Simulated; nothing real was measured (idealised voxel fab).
process module | voxel self aligned contacts
cross-section cut | 200 nm wide | cells 5 nm
A cross-section is a grid of square cells, given in bands from the top down. A band is one or more rows of cells.
Each band's line starts with the height of the band's top and of its bottom, in nm. Then come its materials from left to right, each with its width in nm. One material with "throughout" fills the band from edge to edge. "air" is empty space.
Height 0 is the level under which the wafer as received is all one material. The lowest band goes on downwards, as in "0 down".
A width such as "30 to 40" changes by the same amount from each row of cells to the next, from the band's top row to its bottom row.
"no change" after a step means that no cell of the cross-section changed.
closed voids: empty space of 8 cells or more with no open way to the top, each as width x height at its distance from the left edge, in nm
after a step's settings: what the simulator itself notes on the step
overlay nm, on a step with a mask: how far to the right of its planned place the mask lay; to the left if negative
plan
1 op RECEIVE | material Si
2 op OXIDIZE | depth nm 5
3 op DIRECTIONAL_DEP | material polySi | thk nm 30
4 op DIRECTIONAL_DEP | material SiN | thk nm 20
5 op MASKED_ETCH | tone cover | mask id GATE | width nm 30 | pitch nm 65 | etch materials SiN | depth nm 20 | overlay nm 0
6 op MASKED_ETCH | tone cover | mask id GATE | width nm 30 | pitch nm 65 | etch materials polySi | depth nm 30 | overlay nm 0
7 op CONFORMAL_DEP | material SiN | thk nm 10
8 op DIRECTIONAL_ETCH | etch materials SiN | depth nm 10
9 op FILL_DEP | material SiO2 | thk nm 20
10 op CMP | height nm 60
11 op PATTERN | tone open | mask id CONTACT | material resist | width nm 45 | thk nm 20 | overlay nm -15
12 op DIRECTIONAL_ETCH | etch materials SiO2 | depth nm 65
13 op STRIP | etch materials resist
14 op CONFORMAL_DEP | material TiN | thk nm 5
15 op FILL_DEP | material W | thk nm 10
16 op CMP | height nm 60
17 op CONFORMAL_DEP | material SiN | thk nm 5
varied across the wafers: overlay nm of step 11. The plan shows the first wafer's value. All wafers start alike
first wafer as received, after step 1
  0 down: Si throughout
  closed voids: none
first wafer at the end, after step 17
  65 to 60: SiN throughout
  60 to 50: SiO2 60 | TiN 5 to 35 | W 35 to 5 | TiN 5 | SiO2 95
  50 to 30: SiO2 40 | SiN 50 | TiN 5 | W 5 | TiN 5 | SiN 50 | SiO2 45
  30 to 0: SiO2 40 | SiN 10 | polySi 30 | SiN 10 | TiN 5 | W 5 | TiN 5 | SiN 10 | polySi 30 | SiN 10 | SiO2 45
  0 to -5: SiO2 90 | TiN 15 | SiO2 95
  -5 down: Si throughout
  closed voids: none
last wafer at the end
  65 to 60: SiN throughout
  60 to 50: SiO2 90 | TiN 5 | W 35 to 5 | TiN 5 to 35 | SiO2 65
  50 to 30: SiO2 40 | SiN 50 | TiN 5 | W 5 | TiN 5 | SiN 50 | SiO2 45
  30 to 0: SiO2 40 | SiN 10 | polySi 30 | SiN 10 | TiN 5 | W 5 | TiN 5 | SiN 10 | polySi 30 | SiN 10 | SiO2 45
  0 to -5: SiO2 90 | TiN 15 | SiO2 95
  -5 down: Si throughout
  closed voids: none
each wafer at the end: cells of each material gained (+) or lost (-) since it was received, then its closed voids
overlay nm -15 | -40 Si | +168 SiN | +269 SiO2 | +33 TiN | +18 W | +72 polySi | closed voids: none
overlay nm -10 | -40 Si | +168 SiN | +269 SiO2 | +33 TiN | +18 W | +72 polySi | closed voids: none
overlay nm -5 | -40 Si | +168 SiN | +269 SiO2 | +33 TiN | +18 W | +72 polySi | closed voids: none
overlay nm 0 | -40 Si | +168 SiN | +269 SiO2 | +33 TiN | +18 W | +72 polySi | closed voids: none
overlay nm 5 | -40 Si | +168 SiN | +269 SiO2 | +33 TiN | +18 W | +72 polySi | closed voids: none
overlay nm 10 | -40 Si | +168 SiN | +269 SiO2 | +33 TiN | +18 W | +72 polySi | closed voids: none
overlay nm 15 | -40 Si | +168 SiN | +269 SiO2 | +33 TiN | +18 W | +72 polySi | closed voids: none
